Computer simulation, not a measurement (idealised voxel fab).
Process module name: voxel ribs on slabs
Pictured: cross-section cut, 155 nm wide, on a grid of 5 nm square cells.
In what follows, cross-sections appear as grids of square cells, described through bands that run from the top down, where every band is one or more rows of cells. The band entry comprises the height of the band's top followed by the height of its bottom, expressed in nm, and subsequently the band's materials from left to right, each stated together with its width in nm. Where a single material is marked with the word "throughout", that material fills the band from edge to edge. The word "empty" represents empty space. Ref level 0: as-received wafer is one material below here. Bottom band extends down with no lower bound ("0 -> down"). The width entry "30..40" should be interpreted row by row: the top row of cells in the band takes the first number, the bottom row takes the second number, and the change between adjacent rows is uniform throughout. Key: "no change" - step with no changed cell in the cross-section. Heads up: "Sealed void listing" only lists the empty pockets with no open path to the top that are 8 cells or more, and it writes them as width x height at distance, distance from the left edge, in nm. Text after the settings on a step's line: the simulator's own remark on that step. A step's line can hold "overlay nm"; with a mask on that step, the setting says how far right of the planned place the mask lay, while a negative setting says it lay to the left.
LISTED BELOW ARE THE PROCESS STEPS AS PLANNED
1: RECEIVE [material Si]
2: DIRECTIONAL_DEP [material SiO2] [thk nm 30]
3: DIRECTIONAL_DEP [material polySi] [thk nm 15]
4: MASKED_ETCH [tone cover] [mask id RIB] [width nm 20] [etch materials polySi] [depth nm 5] [overlay nm 0]
5: MASKED_ETCH [tone cover] [mask id SLAB] [width nm 50] [etch materials polySi] [depth nm 10] [overlay nm 0]
6: FILL_DEP [material SiO2] [thk nm 25]
7: CMP [height nm 60]
8: DIRECTIONAL_DEP [material TiN] [thk nm 5]
9: PATTERN [tone cover] [mask id HEATER] [material resist] [width nm 30] [thk nm 20] [overlay nm 0]
10: DIRECTIONAL_ETCH [etch materials TiN] [depth nm 5]
11: STRIP [etch materials resist]
12: CONFORMAL_DEP [material SiO2] [thk nm 10]
CROSS-SECTIONAL VIEW OF THE WAFER IN ITS AS-RECEIVED CONDITION, CORRESPONDING TO THE STATE AFTER STEP 1
	0 -> down | Si throughout
	Sealed void listing: none
FIRST OF TWO WAFERS AT THE END OF THE MODULE, SHOWN IN CROSS-SECTION; RUN CARRIED OUT AS PLANNED
	75 -> 70 | empty 50 / SiO2 50 / empty 55
	70 -> 65 | SiO2 throughout
	65 -> 60 | SiO2 60 / TiN 30 / SiO2 65
	60 -> 45 | SiO2 throughout
	45 -> 40 | SiO2 65 / polySi 20 / SiO2 70
	40 -> 30 | SiO2 50 / polySi 50 / SiO2 55
	30 -> 0 | SiO2 throughout
	0 -> down | Si throughout
	Sealed void listing: none
END OF MODULE, SECOND WAFER, CROSS-SECTION. STARTED LIKE THE FIRST, PLANNED LIKE THE FIRST, RUN WITH ONE MISTAKE
	75 -> 70 | empty 50 / SiO2 50 / empty 55
	70 -> 65 | SiO2 throughout
	65 -> 60 | SiO2 60 / TiN 30 / SiO2 65
	60 -> 45 | SiO2 throughout
	45 -> 40 | SiO2 65 / polySi 20 / SiO2 70
	40 -> 30 | SiO2 50 / polySi 50 / SiO2 55
	30 -> 0 | TiN throughout
	0 -> down | Si throughout
	Sealed void listing: none
What broke from the plan during processing? step 2, actual vs plan mismatch, actual run DIRECTIONAL_DEP [material TiN] [thk nm 30]
Final tally in cells, some materials are higher or lower on the second wafer than on the first: 186 fewer of SiO2 | 186 more of TiN
